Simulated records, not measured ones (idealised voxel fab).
This is a process module. Its name is voxel self aligned vias.
For reference, the cross-section in this document is cut, with width 280 nm and square cells of 5 nm.
Cross-section = grid of square cells, listed top down in bands; band = one or more rows.
Basically the band line says how high the top is and how high the bottom is, in nm, and then what's in it from left to right, every material with its width in nm. Empty space shows up as "blank", and if a single material carries "throughout" it runs the full band edge to edge.
For the purposes of this specification, 0 denotes the height below which the wafer in its as-received condition is composed wholly of one material, and the lowermost band, lacking a lower limit, extends downward without end, as expressed in "0 down".
Read "30->40" as a graded width: first number on top, second number at the bottom, same change between each pair of neighbouring rows.
You'll sometimes find "all unchanged" written for a step, and that's the way of saying that nowhere in the cross-section did a cell change during that step.
Heads up: "Closed internal cavities" only lists the empty pockets with no open path to the top that are 8 cells or more, and it writes them as width x height at distance, distance from the left edge, in nm.
It should be noted that, on the line of a given step, the content following the step's settings is a remark produced by the simulator itself with respect to that step.
Regarding "overlay nm": on a step with a mask, it is the distance the mask lay to the right of its planned place; a negative value places it to the left.

So here's the lineup of process steps we planned
1) RECEIVE with material Si
2) CONFORMAL_DEP with material SiO2, thk nm 10
3) CONFORMAL_DEP with material SiCN, thk nm 5
4) DIRECTIONAL_DEP with material lowk, thk nm 25
5) DIRECTIONAL_DEP with material aC, thk nm 15
6) PATTERN with tone open, mask id LINES, material resist, width nm 30, pitch nm 75, thk nm 30, overlay nm 0
7) DIRECTIONAL_ETCH with etch materials aC, depth nm 15
8) STRIP with etch materials resist
9) DIRECTIONAL_ETCH with etch materials lowk, depth nm 25
10) STRIP with etch materials aC
11) CONFORMAL_DEP with material TiN, thk nm 5
12) FILL_DEP with material W, thk nm 5
13) CMP with height nm 40
14) SELECTIVE_ETCH with etch materials W Ru TiN, depth nm 5
15) FILL_DEP with material SiN, thk nm 10
16) CMP with height nm 40
17) DIRECTIONAL_DEP with material lowk, thk nm 15
18) DIRECTIONAL_DEP with material aC, thk nm 15
19) PATTERN with tone open, mask id VIAS, material resist, width nm 50, thk nm 30, overlay nm 0
20) DIRECTIONAL_ETCH with etch materials aC, depth nm 15
21) STRIP with etch materials resist
22) DIRECTIONAL_ETCH with etch materials lowk, depth nm 15
23) DIRECTIONAL_ETCH with etch materials SiN, depth nm 5
24) STRIP with etch materials aC
25) CONFORMAL_DEP with material TiN, thk nm 5
26) FILL_DEP with material Ru, thk nm 5
27) CMP with height nm 55
28) CONFORMAL_DEP with material SiCN, thk nm 5

Run as planned: first of two wafers

Incoming wafer in cross-section (state: after step 1)
- 0 down: Si throughout
- Closed internal cavities: none

After step 2
- 10 to 0: SiO2 throughout
- Everything below 0 is unchanged.

After step 3
- 15 to 10: SiCN throughout
- Everything below 10 is unchanged.

After step 4
- 40 to 15: lowk throughout
- Everything below 15 is unchanged.

After step 5
- 55 to 40: aC throughout
- Everything below 40 is unchanged.

After step 6
- 85 to 55: 85 nm resist; 30 nm blank; 45 nm resist; 30 nm blank; 90 nm resist
- Everything below 55 is unchanged.

After step 7
- 70 to 55: 85 nm resist; 30 nm blank; 45 nm resist; 30 nm blank; 90 nm resist
- 55 to 40: 85 nm aC; 30 nm blank; 45 nm aC; 30 nm blank; 90 nm aC
- Everything below 40 is unchanged.

After step 8
- 55 to 40: 85 nm aC; 30 nm blank; 45 nm aC; 30 nm blank; 90 nm aC
- Everything below 40 is unchanged.

After step 9
- 55 to 40: 85 nm aC; 30 nm blank; 45 nm aC; 30 nm blank; 90 nm aC
- 40 to 15: 85 nm lowk; 30 nm blank; 45 nm lowk; 30 nm blank; 90 nm lowk
- Everything below 15 is unchanged.

After step 10
- 40 to 15: 85 nm lowk; 30 nm blank; 45 nm lowk; 30 nm blank; 90 nm lowk
- Everything below 15 is unchanged.

After step 11
- 45 to 40: 90 nm TiN; 20 nm blank; 55 nm TiN; 20 nm blank; 95 nm TiN
- 40 to 20: 85 nm lowk; 5 nm TiN; 20 nm blank; 5 nm TiN; 45 nm lowk; 5 nm TiN; 20 nm blank; 5 nm TiN; 90 nm lowk
- 20 to 15: 85 nm lowk; 30 nm TiN; 45 nm lowk; 30 nm TiN; 90 nm lowk
- Everything below 15 is unchanged.

After step 12
- 50 to 45: W throughout
- 45 to 40: 90 nm TiN; 20 nm W; 55 nm TiN; 20 nm W; 95 nm TiN
- 40 to 20: 85 nm lowk; 5 nm TiN; 20 nm W; 5 nm TiN; 45 nm lowk; 5 nm TiN; 20 nm W; 5 nm TiN; 90 nm lowk
- Everything below 20 is unchanged.

After step 13
- 40 to 20: 85 nm lowk; 5 nm TiN; 20 nm W; 5 nm TiN; 45 nm lowk; 5 nm TiN; 20 nm W; 5 nm TiN; 90 nm lowk
- Everything below 20 is unchanged.

After step 14
- 40 to 35: 85 nm lowk; 30 nm blank; 45 nm lowk; 30 nm blank; 90 nm lowk
- Everything below 35 is unchanged.

After step 15
- 50 to 40: SiN throughout
- 40 to 35: 85 nm lowk; 30 nm SiN; 45 nm lowk; 30 nm SiN; 90 nm lowk
- Everything below 35 is unchanged.

After step 16
- 40 to 35: 85 nm lowk; 30 nm SiN; 45 nm lowk; 30 nm SiN; 90 nm lowk
- Everything below 35 is unchanged.

After step 17
- 55 to 40: lowk throughout
- Everything below 40 is unchanged.

After step 18
- 70 to 55: aC throughout
- Everything below 55 is unchanged.

After step 19
- 100 to 70: 75 nm resist; 50 nm blank; 155 nm resist
- Everything below 70 is unchanged.

After step 20
- 85 to 70: 75 nm resist; 50 nm blank; 155 nm resist
- 70 to 55: 75 nm aC; 50 nm blank; 155 nm aC
- Everything below 55 is unchanged.

After step 21
- 70 to 55: 75 nm aC; 50 nm blank; 155 nm aC
- Everything below 55 is unchanged.

After step 22
- 70 to 55: 75 nm aC; 50 nm blank; 155 nm aC
- 55 to 40: 75 nm lowk; 50 nm blank; 155 nm lowk
- Everything below 40 is unchanged.

After step 23
- 70 to 55: 75 nm aC; 50 nm blank; 155 nm aC
- 55 to 40: 75 nm lowk; 50 nm blank; 155 nm lowk
- 40 to 35: 85 nm lowk; 30 nm blank; 45 nm lowk; 30 nm SiN; 90 nm lowk
- Everything below 35 is unchanged.

After step 24
- 55 to 40: 75 nm lowk; 50 nm blank; 155 nm lowk
- Everything below 40 is unchanged.

After step 25
- 60 to 55: 80 nm TiN; 40 nm blank; 160 nm TiN
- 55 to 45: 75 nm lowk; 5 nm TiN; 40 nm blank; 5 nm TiN; 155 nm lowk
- 45 to 40: 75 nm lowk; 15 nm TiN; 20 nm blank; 15 nm TiN; 155 nm lowk
- 40 to 35: 85 nm lowk; 30 nm TiN; 45 nm lowk; 30 nm SiN; 90 nm lowk
- Everything below 35 is unchanged.

After step 26
- 65 to 60: Ru throughout
- 60 to 55: 80 nm TiN; 40 nm Ru; 160 nm TiN
- 55 to 45: 75 nm lowk; 5 nm TiN; 40 nm Ru; 5 nm TiN; 155 nm lowk
- 45 to 40: 75 nm lowk; 15 nm TiN; 20 nm Ru; 15 nm TiN; 155 nm lowk
- Everything below 40 is unchanged.

After step 27
- 55 to 45: 75 nm lowk; 5 nm TiN; 40 nm Ru; 5 nm TiN; 155 nm lowk
- Everything below 45 is unchanged.

After step 28
- 60 to 55: SiCN throughout
- Everything below 55 is unchanged.

Second wafer: like start, like plan, one mistake. Through step 2 it matches the first wafer

Cross-section of the second wafer corresponding to the planned conclusion of step 3: all unchanged

Cross-section of the second wafer corresponding to the planned conclusion of step 4
- 35 to 10: lowk throughout
- Everything below 10 is unchanged.

Cross-section of the second wafer corresponding to the planned conclusion of step 5
- 50 to 35: aC throughout
- Everything below 35 is unchanged.

Cross-section of the second wafer corresponding to the planned conclusion of step 6
- 80 to 50: 85 nm resist; 30 nm blank; 45 nm resist; 30 nm blank; 90 nm resist
- Everything below 50 is unchanged.

Cross-section of the second wafer corresponding to the planned conclusion of step 7
- 65 to 50: 85 nm resist; 30 nm blank; 45 nm resist; 30 nm blank; 90 nm resist
- 50 to 35: 85 nm aC; 30 nm blank; 45 nm aC; 30 nm blank; 90 nm aC
- Everything below 35 is unchanged.

Cross-section of the second wafer corresponding to the planned conclusion of step 8
- 50 to 35: 85 nm aC; 30 nm blank; 45 nm aC; 30 nm blank; 90 nm aC
- Everything below 35 is unchanged.

Cross-section of the second wafer corresponding to the planned conclusion of step 9
- 50 to 35: 85 nm aC; 30 nm blank; 45 nm aC; 30 nm blank; 90 nm aC
- 35 to 10: 85 nm lowk; 30 nm blank; 45 nm lowk; 30 nm blank; 90 nm lowk
- Everything below 10 is unchanged.

Cross-section of the second wafer corresponding to the planned conclusion of step 10
- 35 to 10: 85 nm lowk; 30 nm blank; 45 nm lowk; 30 nm blank; 90 nm lowk
- Everything below 10 is unchanged.

Cross-section of the second wafer corresponding to the planned conclusion of step 11
- 40 to 35: 90 nm TiN; 20 nm blank; 55 nm TiN; 20 nm blank; 95 nm TiN
- 35 to 15: 85 nm lowk; 5 nm TiN; 20 nm blank; 5 nm TiN; 45 nm lowk; 5 nm TiN; 20 nm blank; 5 nm TiN; 90 nm lowk
- 15 to 10: 85 nm lowk; 30 nm TiN; 45 nm lowk; 30 nm TiN; 90 nm lowk
- Everything below 10 is unchanged.

Cross-section of the second wafer corresponding to the planned conclusion of step 12
- 45 to 40: W throughout
- 40 to 35: 90 nm TiN; 20 nm W; 55 nm TiN; 20 nm W; 95 nm TiN
- 35 to 15: 85 nm lowk; 5 nm TiN; 20 nm W; 5 nm TiN; 45 nm lowk; 5 nm TiN; 20 nm W; 5 nm TiN; 90 nm lowk
- Everything below 15 is unchanged.

Cross-section of the second wafer corresponding to the planned conclusion of step 13
- 40 to 35: 90 nm TiN; 20 nm W; 55 nm TiN; 20 nm W; 95 nm TiN
- Everything below 35 is unchanged.

Cross-section of the second wafer corresponding to the planned conclusion of step 14
- 35 to 15: 85 nm lowk; 5 nm TiN; 20 nm W; 5 nm TiN; 45 nm lowk; 5 nm TiN; 20 nm W; 5 nm TiN; 90 nm lowk
- Everything below 15 is unchanged.

Cross-section of the second wafer corresponding to the planned conclusion of step 15
- 45 to 35: SiN throughout
- Everything below 35 is unchanged.

Cross-section of the second wafer corresponding to the planned conclusion of step 16
- 40 to 35: SiN throughout
- Everything below 35 is unchanged.

Cross-section of the second wafer corresponding to the planned conclusion of step 17
- 55 to 40: lowk throughout
- Everything below 40 is unchanged.

Cross-section of the second wafer corresponding to the planned conclusion of step 18
- 70 to 55: aC throughout
- Everything below 55 is unchanged.

Cross-section of the second wafer corresponding to the planned conclusion of step 19
- 100 to 70: 75 nm resist; 50 nm blank; 155 nm resist
- Everything below 70 is unchanged.

Cross-section of the second wafer corresponding to the planned conclusion of step 20
- 85 to 70: 75 nm resist; 50 nm blank; 155 nm resist
- 70 to 55: 75 nm aC; 50 nm blank; 155 nm aC
- Everything below 55 is unchanged.

Cross-section of the second wafer corresponding to the planned conclusion of step 21
- 70 to 55: 75 nm aC; 50 nm blank; 155 nm aC
- Everything below 55 is unchanged.

Cross-section of the second wafer corresponding to the planned conclusion of step 22
- 70 to 55: 75 nm aC; 50 nm blank; 155 nm aC
- 55 to 40: 75 nm lowk; 50 nm blank; 155 nm lowk
- Everything below 40 is unchanged.

Cross-section of the second wafer corresponding to the planned conclusion of step 23
- 70 to 55: 75 nm aC; 50 nm blank; 155 nm aC
- 55 to 40: 75 nm lowk; 50 nm blank; 155 nm lowk
- 40 to 35: 75 nm SiN; 50 nm blank; 155 nm SiN
- Everything below 35 is unchanged.

Cross-section of the second wafer corresponding to the planned conclusion of step 24
- 55 to 40: 75 nm lowk; 50 nm blank; 155 nm lowk
- Everything below 40 is unchanged.

Cross-section of the second wafer corresponding to the planned conclusion of step 25
- 60 to 55: 80 nm TiN; 40 nm blank; 160 nm TiN
- 55 to 40: 75 nm lowk; 5 nm TiN; 40 nm blank; 5 nm TiN; 155 nm lowk
- 40 to 35: 75 nm SiN; 50 nm TiN; 155 nm SiN
- Everything below 35 is unchanged.

Cross-section of the second wafer corresponding to the planned conclusion of step 26
- 65 to 60: Ru throughout
- 60 to 55: 80 nm TiN; 40 nm Ru; 160 nm TiN
- 55 to 40: 75 nm lowk; 5 nm TiN; 40 nm Ru; 5 nm TiN; 155 nm lowk
- Everything below 40 is unchanged.

Cross-section of the second wafer corresponding to the planned conclusion of step 27
- 55 to 40: 75 nm lowk; 5 nm TiN; 40 nm Ru; 5 nm TiN; 155 nm lowk
- Everything below 40 is unchanged.

Cross-section of the second wafer corresponding to the planned conclusion of step 28
- 60 to 55: SiCN throughout
- Everything below 55 is unchanged.
what went wrong: step 3 of the plan did not run at all; it was left out
End of process, cell counts, second wafer against first, materials with more or fewer: Ru: 4 more; SiCN: 56 fewer; SiN: 40 more; TiN: 4 more; W: 8 more
